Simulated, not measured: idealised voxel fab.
This is a process module. Its name is voxel wiring stack.
Xsec cut, 210 nm wide, square cell size 5 nm.
If you're reading a cross-section in this doc, picture square cells in a grid; it comes to you as bands, top ones listed first down to the bottom, and a band can be one or more rows of cells.
Band: top height; bottom height; in nm. Then, left to right: material with width in nm, for each material. "throughout": a single material spanning edge to edge. "air": empty space.
The level at which height equals 0 is the one under which the wafer, as it arrives, is entirely one material. No lower edge exists for the bottom band, which continues downward and is notated as in "0 nm and below".
Top row gets the first number, bottom row gets the second, and each row in between changes by the same step: that is how a band width like "30 to 40" works.
Reading "nothing was modified" for a step: not a cell of the cross-section changed in it.
Each empty space that has no open way to the top and spans at least 8 cells appears under "Enclosed cavities" as width x height at distance, the distance counted from the left edge, all in nm.
It should be noted that, on the line of a given step, the content following the step's settings is a remark produced by the simulator itself with respect to that step.
overlay nm, on a step with a mask: how far to the right of its planned place the mask lay; to the left if negative
List of planned process steps:
step 1: RECEIVE, material Si
step 2: CONFORMAL_DEP, material SiO2, thk nm 15
step 3: CONFORMAL_DEP, material SiCN, thk nm 5
step 4: DIRECTIONAL_DEP, material lowk, thk nm 15
step 5: PATTERN, tone open, mask id METAL_1, material resist, width nm 30, pitch nm 45, thk nm 15, overlay nm 0
step 6: DIRECTIONAL_ETCH, etch materials lowk, depth nm 15
step 7: DIRECTIONAL_ETCH, etch materials SiCN, depth nm 5
step 8: STRIP, etch materials resist
step 9: CONFORMAL_DEP, material TiN, thk nm 5
step 10: FILL_DEP, material W, thk nm 5
step 11: CMP, height nm 35
step 12: CONFORMAL_DEP, material SiCN, thk nm 5
step 13: DIRECTIONAL_DEP, material lowk, thk nm 20
step 14: PATTERN, tone open, mask id PLUG_1, material resist, width nm 15, pitch nm 45, thk nm 20, overlay nm 0
step 15: DIRECTIONAL_ETCH, etch materials lowk, depth nm 20
step 16: DIRECTIONAL_ETCH, etch materials SiCN, depth nm 5
step 17: STRIP, etch materials resist
step 18: CONFORMAL_DEP, material TiN, thk nm 5
step 19: FILL_DEP, material Ru, thk nm 10
step 20: CMP, height nm 60
step 21: DIRECTIONAL_DEP, material TiN, thk nm 5
step 22: DIRECTIONAL_DEP, material W, thk nm 25
step 23: DIRECTIONAL_DEP, material aC, thk nm 10
step 24: PATTERN, tone cover, mask id METAL_2, material resist, width nm 30, pitch nm 45, thk nm 30, overlay nm 0
step 25: DIRECTIONAL_ETCH, etch materials aC, depth nm 10
step 26: STRIP, etch materials resist
step 27: DIRECTIONAL_ETCH, etch materials W, depth nm 25
step 28: DIRECTIONAL_ETCH, etch materials TiN, depth nm 5
step 29: STRIP, etch materials aC
step 30: FILL_DEP, material lowk, thk nm 5
step 31: CMP, height nm 90
step 32: CONFORMAL_DEP, material SiCN, thk nm 5
step 33: DIRECTIONAL_DEP, material SiO2, thk nm 35
step 34: PATTERN, tone open, mask id METAL_3_HOLES, material resist, width nm 15, pitch nm 45, thk nm 20, overlay nm 0
step 35: DIRECTIONAL_ETCH, etch materials SiO2, depth nm 35
step 36: STRIP, etch materials resist
step 37: DIRECTIONAL_DEP, material aC, thk nm 15
step 38: PATTERN, tone open, mask id METAL_3, material resist, width nm 30, pitch nm 45, thk nm 30, overlay nm 0
step 39: DIRECTIONAL_ETCH, etch materials aC, depth nm 15
step 40: STRIP, etch materials resist
step 41: DIRECTIONAL_ETCH, etch materials SiO2, depth nm 20
step 42: DIRECTIONAL_ETCH, etch materials SiCN, depth nm 5
step 43: STRIP, etch materials aC
step 44: CONFORMAL_DEP, material TiN, thk nm 5
step 45: FILL_DEP, material Ru, thk nm 10
step 46: CMP, height nm 130
step 47: CONFORMAL_DEP, material SiN, thk nm 5
Delivered wafer in cross-section: state after step 1:
- 0 nm and below: Si throughout
- Enclosed cavities: none
Cross-section at module end, one run error; start and plan unchanged from above:
- 135 nm to 130 nm: SiN throughout
- 130 nm to 115 nm: 30 nm Ru | 5 nm TiN | 15 nm SiO2 | 5 nm TiN | 20 nm Ru | 5 nm TiN | 15 nm SiO2 | 5 nm TiN | 20 nm Ru | 5 nm TiN | 15 nm SiO2 | 5 nm TiN | 20 nm Ru | 5 nm TiN | 15 nm SiO2 | 5 nm TiN | 20 nm Ru
- 115 nm to 110 nm: 25 nm TiN | 5 nm Ru | 5 nm TiN | 15 nm SiO2 | 20 nm TiN | 5 nm Ru | 5 nm TiN | 15 nm SiO2 | 20 nm TiN | 5 nm Ru | 5 nm TiN | 15 nm SiO2 | 20 nm TiN | 5 nm Ru | 5 nm TiN | 15 nm SiO2 | 25 nm TiN
- 110 nm to 100 nm: 20 nm SiO2 | 5 nm TiN | 5 nm Ru | 5 nm TiN | 30 nm SiO2 | 5 nm TiN | 5 nm Ru | 5 nm TiN | 30 nm SiO2 | 5 nm TiN | 5 nm Ru | 5 nm TiN | 30 nm SiO2 | 5 nm TiN | 5 nm Ru | 5 nm TiN | 40 nm SiO2
- 100 nm to 95 nm: 20 nm SiO2 | 15 nm TiN | 30 nm SiO2 | 15 nm TiN | 30 nm SiO2 | 15 nm TiN | 30 nm SiO2 | 15 nm TiN | 40 nm SiO2
- 95 nm to 90 nm: SiCN throughout
- 90 nm to 65 nm: 20 nm lowk | 30 nm W | 15 nm lowk | 30 nm W | 15 nm lowk | 30 nm W | 15 nm lowk | 30 nm W | 25 nm lowk
- 65 nm to 60 nm: 20 nm lowk | 30 nm TiN | 15 nm lowk | 30 nm TiN | 15 nm lowk | 30 nm TiN | 15 nm lowk | 30 nm TiN | 25 nm lowk
- 60 nm to 40 nm: 20 nm lowk | 5 nm TiN | 5 nm Ru | 5 nm TiN | 30 nm lowk | 5 nm TiN | 5 nm Ru | 5 nm TiN | 30 nm lowk | 5 nm TiN | 5 nm Ru | 5 nm TiN | 30 nm lowk | 5 nm TiN | 5 nm Ru | 5 nm TiN | 40 nm lowk
- 40 nm to 35 nm: 20 nm SiCN | 15 nm TiN | 30 nm SiCN | 15 nm TiN | 30 nm SiCN | 15 nm TiN | 30 nm SiCN | 15 nm TiN | 40 nm SiCN
- 35 nm to 20 nm: 20 nm lowk | 5 nm TiN | 20 nm W | 5 nm TiN | 15 nm lowk | 5 nm TiN | 20 nm W | 5 nm TiN | 15 nm lowk | 5 nm TiN | 20 nm W | 5 nm TiN | 15 nm lowk | 5 nm TiN | 20 nm W | 5 nm TiN | 25 nm lowk
- 20 nm to 15 nm: 20 nm SiCN | 30 nm TiN | 15 nm SiCN | 30 nm TiN | 15 nm SiCN | 30 nm TiN | 15 nm SiCN | 30 nm TiN | 25 nm SiCN
- 15 nm to 0 nm: SiO2 throughout
- 0 nm and below: Si throughout
- Enclosed cavities: none
Plan not followed: note that step 38 departed from the planned setting and was carried out as PATTERN, tone cover, mask id METAL_3, material resist, width nm 30, pitch nm 45, thk nm 30, overlay nm 0
